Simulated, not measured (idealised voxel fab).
Module name: voxel fin reveal (process module)
In the cross-section labelled cut, the width is 280 nm and each square cell is 5 nm.
We lay out every cross-section as a grid of square cells and spell it out in bands from the top down, where one band means one or more rows of cells.
Per band: top height and bottom height in nm, followed by the left-to-right materials and their widths in nm; "all across" marks a single material spanning edge to edge, "empty" marks empty space.
We count height from 0. Below that, the starting wafer is all one material. The lowest band never ends at the bottom but goes on down; see "from 0 down" for how that is written.
Note: "30->40" means the width goes from the first number (top row of the band) to the second number (bottom row) in equal steps per row of cells.
Step marked "no modifications"? Then no cell in the cross-section changed in it.
So "Sealed void listing" is basically the list of trapped voids: any empty space of 8 cells or more that can't reach the top through an opening. They're written width x height at distance, the distance being from the left edge, and it's all nm.
Post-settings text on a step line: simulator's own remark regarding the step.
What "overlay nm" on a step's line means: if the step has a mask, that mask lay this far to the right of its planned place, or, when the value is negative, to the left.

[The steps planned for the process are as follows]
1 op RECEIVE | material Si
2 op CONFORMAL_DEP | material SiN | thk nm 10
3 op MASKED_ETCH | tone cover | mask id FINS | width nm 15 | pitch nm 40 | etch materials SiN | depth nm 10 | overlay nm 0
4 op MASKED_ETCH | tone cover | mask id FINS | width nm 15 | pitch nm 40 | etch materials Si | depth nm 40 | overlay nm 0
5 op FILL_DEP | material SiO2 | thk nm 5
6 op CMP | height nm 10
7 op SELECTIVE_ETCH | etch materials SiO2 | depth nm 40
8 op STRIP | etch materials SiN

[Wafer at receipt (post step 1), cross-section]
> from 0 down  Si all across
> Sealed void listing: none

[The first of the two wafers as seen in cross-section once the module was finished; processing followed the plan]
> from 0 to -30  empty (70), then Si (15), then empty (25), then Si (15), then empty (25), then Si (15), then empty (25), then Si (15), then empty (75)
> from -30 to -40  SiO2 (70), then Si (15), then SiO2 (25), then Si (15), then SiO2 (25), then Si (15), then SiO2 (25), then Si (15), then SiO2 (75)
> from -40 down  Si all across
> Sealed void listing: none

[second wafer at the end: like start, like plan, one mistake]
> from 0 to -30  empty (70), then Si (15), then empty (25), then Si (15), then empty (25), then Si (15), then empty (25), then Si (15), then empty (75)
> from -30 to -40  SiO2 (30), then empty (40), then Si (15), then empty (25), then Si (15), then empty (25), then Si (15), then empty (25), then Si (15), then empty (40), then SiO2 (35)
> from -40 down  Si all across
> Sealed void listing: none
In executing the process, a mistake was made relative to the plan: steps 7 and 8 got flipped, so each one ran where the other should have
In the final state, the cell counts of the second wafer exceed or fall short of those of the first for the following materials: 62 fewer of SiO2
